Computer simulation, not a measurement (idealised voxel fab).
Documented hereafter: the process module known as voxel double patterning.
Pictured: cross-section cut, 250 nm wide, on a grid of 5 nm square cells.
Cross-section layout: square cells on a grid; listed as bands, top to bottom; a band spans one or more cell rows.
For a band, the entry starts with two heights in nm, that of the top and then that of the bottom, and carries on with the band's materials in order from left to right, each alongside its width in nm; the word "everywhere" beside a single material means it fills the band edge to edge, and "blank" means empty space.
Heads up on the height convention: 0 is the point under which the incoming wafer is all one material, and the lowest band has no bottom, it just keeps going down, like "0 -> down".
A width such as "30 to 40" changes by the same amount from each row of cells to the next, from the band's top row to its bottom row.
"nothing altered" after a step means that no cell of the cross-section changed.
Closed-off voids of 8+ cells (no open route to the top) go in "Entrapped voids", written width x height at distance from the left edge, in nm.
If you see something after the settings on a step's line, that's the simulator's own remark about that step.
On any step carrying a mask, the "overlay nm" setting, if present on the step's line, tells how far right of its planned place the mask lay; negative values point to the left.
Steps in the process plan
| 1 | RECEIVE (material Si) |
| 2 | CONFORMAL_DEP (material SiN; thk nm 10) |
| 3 | DIRECTIONAL_DEP (material SiO2; thk nm 20) |
| 4 | DIRECTIONAL_DEP (material SiCN; thk nm 10) |
| 5 | MASKED_ETCH (tone open; mask id FIRST; width nm 15; pitch nm 50; etch materials SiCN; depth nm 10; overlay nm 0) |
| 6 | DIRECTIONAL_DEP (material aC; thk nm 10) |
| 7 | PATTERN (tone open; mask id SECOND; material resist; width nm 15; pitch nm 50; thk nm 30; overlay nm 0) |
| 8 | DIRECTIONAL_ETCH (etch materials aC; depth nm 10) |
| 9 | STRIP (etch materials resist) |
| 10 | DIRECTIONAL_ETCH (etch materials SiCN; depth nm 10) |
| 11 | STRIP (etch materials aC) |
| 12 | DIRECTIONAL_ETCH (etch materials SiO2; depth nm 20) |
| 13 | STRIP (etch materials SiCN) |
Cross-section of the wafer at receipt, which is the condition after step 1
	0 -> down | Si everywhere
	Entrapped voids: none
First of two wafers: cross-section at end of module, run per plan
	30 -> 10 | 65 SiO2; 15 blank; 10 SiO2; 15 blank; 10 SiO2; 15 blank; 10 SiO2; 15 blank; 10 SiO2; 15 blank; 70 SiO2
	10 -> 0 | SiN everywhere
	0 -> down | Si everywhere
	Entrapped voids: none
Wafer two cross-section, module end. Start and plan unchanged from wafer one; one mistake made during the run
	30 -> 10 | 65 SiO2; 20 blank; 5 SiO2; 15 blank; 10 SiO2; 20 blank; 5 SiO2; 15 blank; 10 SiO2; 20 blank; 65 SiO2
	10 -> 0 | SiN everywhere
	0 -> down | Si everywhere
	Entrapped voids: none
Deviation from plan: rather than as planned, step 5 actually ran as MASKED_ETCH (tone open; mask id FIRST; width nm 20; pitch nm 50; etch materials SiCN; depth nm 10; overlay nm 0)
Final comparison by cell count, materials where the second wafer has more or fewer than the first: SiO2 -12
